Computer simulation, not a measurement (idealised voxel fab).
process module | voxel fin reveal
The cross-section on display is named cut; it measures 290 nm wide, and its cells are 5 nm squares.
Think of the cross-section as a grid of square cells. We describe it in bands, top to bottom, and each band covers one or more rows of those cells.
Heights first: top, then bottom, in nm. Then materials, left to right, each with a width in nm. "throughout" on a single material: fills the band edge to edge. "blank": empty space.
A quick word on heights: they are counted from 0, and under that level the wafer as it came to us is one material throughout. The lowest band is different from the rest in having no bottom; it simply continues downward, written as in "0 -> down".
You'd read "30->40" like this: the band's top row of cells is as wide as the first number, its bottom row is as wide as the second, and going down, every row changes width by the same amount as the row before did.
"remained unchanged" means the step left every cell of the cross-section as it was.
"Tabulated closed voids" specifies each empty space that is not open to the top and that occupies no fewer than 8 cells, using the form width x height at distance, the distance measured from the left edge and all three quantities in nm.
Formally, on a step line, whatever follows the settings is a remark that the simulator itself makes on the step.
overlay nm: right-of-plan distance of the mask on a masked step; negative values mean left-of-plan.
## Planned step list for the process
1 RECEIVE [material Si]
2 CONFORMAL_DEP [material SiN] [thk nm 5]
3 MASKED_ETCH [tone cover] [mask id FINS] [width nm 15] [pitch nm 45] [etch materials SiN] [depth nm 5] [overlay nm 0]
4 MASKED_ETCH [tone cover] [mask id FINS] [width nm 15] [pitch nm 45] [etch materials Si] [depth nm 40] [overlay nm 0]
5 FILL_DEP [material SiO2] [thk nm 10]
6 CMP [height nm 5]
7 SELECTIVE_ETCH [etch materials SiO2] [depth nm 20]
8 STRIP [etch materials SiN]
9 CONFORMAL_DEP [material HfO2] [thk nm 5]
## Cross-section of the wafer at receipt, which is the condition after step 1
0 -> down: Si throughout
Tabulated closed voids: none
## Cross-sectional result after module completion. Note: starting condition and plan are unchanged from above; one processing mistake was made
5 -> 0: 65 of blank | 25 of HfO2 | 20 of blank | 25 of HfO2 | 20 of blank | 25 of HfO2 | 20 of blank | 25 of HfO2 | 65 of blank
0 -> -30: 65 of blank | 5 of HfO2 | 15 of Si | 5 of HfO2 | 20 of blank | 5 of HfO2 | 15 of Si | 5 of HfO2 | 20 of blank | 5 of HfO2 | 15 of Si | 5 of HfO2 | 20 of blank | 5 of HfO2 | 15 of Si | 5 of HfO2 | 65 of blank
-30 -> -35: 70 of HfO2 | 15 of Si | 30 of HfO2 | 15 of Si | 30 of HfO2 | 15 of Si | 30 of HfO2 | 15 of Si | 70 of HfO2
-35 -> -40: 70 of SiO2 | 15 of Si | 30 of SiO2 | 15 of Si | 30 of SiO2 | 15 of Si | 30 of SiO2 | 15 of Si | 70 of SiO2
-40 -> down: Si throughout
Tabulated closed voids: none
what went wrong: step 7 was run twice
